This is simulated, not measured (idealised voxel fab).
This is a process module. Its name is voxel self aligned contacts.
The cross-section on display is named cut; it measures 290 nm wide, and its cells are 5 nm squares.
Think of the cross-section as a grid of square cells. We describe it in bands, top to bottom, and each band covers one or more rows of those cells.
What a band's entry tells you: where the top is and where the bottom is, as heights in nm, and after that what lies inside, material by material from left to right, each with its width in nm. Empty space is written as the word "blank", and a single material marked with the word "throughout" occupies the band from edge to edge.
Height reference: 0 = level under which incoming wafer is all one material. Lowest band: no bottom, runs on downward, e.g. "0..down".
Width: "30 to 40" (first number = top row, second number = bottom row, same change from row to row of cells).
"nothing changed" after a step means that no cell of the cross-section changed.
Each empty space that has no open way to the top and spans at least 8 cells appears under "Enclosed cavity list" as width x height at distance, the distance counted from the left edge, all in nm.
Whatever follows a step's settings on its line is a remark the simulator itself makes about that step.
The "overlay nm" setting may appear on a step's line; for a step that uses a mask, it gives how far to the right of its planned position the mask lay, and a negative value indicates the left.

**The steps planned for the process are as follows**
1. RECEIVE, material Si
2. CONFORMAL_DEP, material SiO2, thk nm 5
3. DIRECTIONAL_DEP, material polySi, thk nm 25
4. DIRECTIONAL_DEP, material SiN, thk nm 15
5. PATTERN, tone cover, mask id GATE, material resist, width nm 35, pitch nm 60, thk nm 15, overlay nm 0
6. DIRECTIONAL_ETCH, etch materials SiN, depth nm 15
7. DIRECTIONAL_ETCH, etch materials polySi, depth nm 25
8. STRIP, etch materials resist
9. CONFORMAL_DEP, material SiN, thk nm 5
10. DIRECTIONAL_ETCH, etch materials SiN, depth nm 5
11. FILL_DEP, material SiO2, thk nm 20
12. CMP, height nm 55
13. DIRECTIONAL_DEP, material aC, thk nm 15
14. PATTERN, tone open, mask id CONTACT, material resist, width nm 35, thk nm 35, overlay nm 0
15. DIRECTIONAL_ETCH, etch materials aC, depth nm 15
16. STRIP, etch materials resist
17. DIRECTIONAL_ETCH, etch materials SiO2, depth nm 55
18. STRIP, etch materials aC
19. CONFORMAL_DEP, material TiN, thk nm 5
20. FILL_DEP, material Ru, thk nm 10
21. CMP, height nm 55
22. CONFORMAL_DEP, material SiCN, thk nm 5

**Cross-section, incoming material, after step 1**
> 0..down | Si throughout
> Enclosed cavity list: none

**Wafer cross-section at module end: first of two, run to plan**
> 60..55 | SiCN throughout
> 55..45 | 125 nm SiO2  5 to 15 nm TiN  25 to 5 nm Ru  5 to 15 nm TiN  130 nm SiO2
> 45..30 | 90 nm SiO2  45 nm SiN  5 nm TiN  5 nm Ru  5 nm TiN  45 nm SiN  95 nm SiO2
> 30..5 | 90 nm SiO2  5 nm SiN  35 nm polySi  5 nm SiN  5 nm TiN  5 nm Ru  5 nm TiN  5 nm SiN  35 nm polySi  5 nm SiN  95 nm SiO2
> 5..0 | 135 nm SiO2  15 nm TiN  140 nm SiO2
> 0..down | Si throughout
> Enclosed cavity list: none

**Cross-section, wafer two of two, end of module: same start and plan as wafer one, one error in execution**
> 60..55 | SiCN throughout
> 55..45 | 125 nm SiO2  5 nm TiN  25 nm Ru  5 nm TiN  130 nm SiO2
> 45..40 | 125 nm SiO2  10 nm TiN  15 nm Ru  10 nm TiN  130 nm SiO2
> 40..30 | 95 nm SiO2  35 nm SiN  5 nm TiN  15 nm Ru  5 nm TiN  35 nm SiN  100 nm SiO2
> 30..5 | 95 nm SiO2  35 nm polySi  5 nm TiN  15 nm Ru  5 nm TiN  35 nm polySi  100 nm SiO2
> 5..0 | 130 nm SiO2  25 nm TiN  135 nm SiO2
> 0..down | Si throughout
> Enclosed cavity list: none
Run error: plan step 9 was not performed, having been skipped
Count the cells at the end and the second wafer has more or fewer of some materials than the first: Ru: 20 more; SiN: 46 fewer; SiO2: 26 more
